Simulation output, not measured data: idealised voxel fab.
You're looking at the process module voxel self aligned vias.
The cross-section shown here is cut; it is 285 nm wide and divided into square cells measuring 5 nm on a side.
Cross-section, as written here: a square-cell grid given band by band from the top down, where a band holds one or more rows of cells. Per band: top height and bottom height in nm, followed by the left-to-right materials and their widths in nm; "throughout" marks a single material spanning edge to edge, "empty" marks empty space. Height is counted from the level 0, under which the received wafer is composed throughout of one material. The lowest of the bands is not closed at the bottom but continues downward, in the notation "from 0 down". When a width is written as two numbers, as in "30 to 40", the first number is the width in the top row of cells of the band and the second is the width in its bottom row, and the width changes by the same amount from each row to the next. It should be understood that the words "same as before", when stated for a given step, signify that the cross-section underwent no change in any of its cells during that step. "Non-vented voids" contains a list of empty spaces, each no smaller than 8 cells and without an open way to the top, written in the form width x height at distance with the distance from the left edge and all three in nm. It should be noted that, on the line of a given step, the content following the step's settings is a remark produced by the simulator itself with respect to that step. "overlay nm" on a masked step: distance the mask lay right of its planned place, negative for left.
Listed below are the process steps as planned:
- 1: RECEIVE | material Si
- 2: CONFORMAL_DEP | material SiO2 | thk nm 15
- 3: CONFORMAL_DEP | material SiCN | thk nm 5
- 4: DIRECTIONAL_DEP | material SiO2 | thk nm 25
- 5: DIRECTIONAL_DEP | material aC | thk nm 10
- 6: PATTERN | tone open | mask id LINES | material resist | width nm 20 | pitch nm 55 | thk nm 30 | overlay nm 0
- 7: DIRECTIONAL_ETCH | etch materials aC | depth nm 10
- 8: STRIP | etch materials resist
- 9: DIRECTIONAL_ETCH | etch materials SiO2 | depth nm 25
- 10: STRIP | etch materials aC
- 11: CONFORMAL_DEP | material TiN | thk nm 5
- 12: FILL_DEP | material Ru | thk nm 5
- 13: CMP | height nm 45
- 14: SELECTIVE_ETCH | etch materials W Ru TiN | depth nm 10
- 15: FILL_DEP | material SiN | thk nm 10
- 16: CMP | height nm 45
- 17: DIRECTIONAL_DEP | material SiO2 | thk nm 20
- 18: PATTERN | tone open | mask id VIAS | material resist | width nm 30 | pitch nm 55 | thk nm 15 | overlay nm 0
- 19: DIRECTIONAL_ETCH | etch materials SiO2 | depth nm 20
- 20: DIRECTIONAL_ETCH | etch materials SiN | depth nm 10
- 21: STRIP | etch materials resist
- 22: CONFORMAL_DEP | material TiN | thk nm 5
- 23: FILL_DEP | material W | thk nm 10
- 24: CMP | height nm 65
- 25: CONFORMAL_DEP | material SiN | thk nm 5
Step 1 complete: cross-section of the wafer as received:
  from 0 down = Si throughout
  Non-vented voids: none
Final wafer profile in cross-section after the module, from the same start and plan as above, with one mistake made during processing:
  from 70 to 65 = SiN throughout
  from 65 to 45 = SiO2=70; TiN=5; W=20; TiN=5; SiO2=25; TiN=5; W=20; TiN=5; SiO2=25; TiN=5; W=20; TiN=5; SiO2=75
  from 45 to 40 = SiN=70; TiN=10; W=10; TiN=10; SiN=25; TiN=10; W=10; TiN=10; SiN=25; TiN=10; W=10; TiN=10; SiN=75
  from 40 to 35 = SiO2=75; TiN=20; SiO2=35; TiN=20; SiO2=35; TiN=20; SiO2=80
  from 35 to 20 = SiO2=75; TiN=5; Ru=10; TiN=5; SiO2=35; TiN=5; Ru=10; TiN=5; SiO2=35; TiN=5; Ru=10; TiN=5; SiO2=80
  from 20 to 15 = SiO2=75; TiN=20; SiO2=35; TiN=20; SiO2=35; TiN=20; SiO2=80
  from 15 to 0 = SiO2 throughout
  from 0 down = Si throughout
  Non-vented voids: none
Against the plan, the run slipped here: plan step 3 never ran because it was skipped
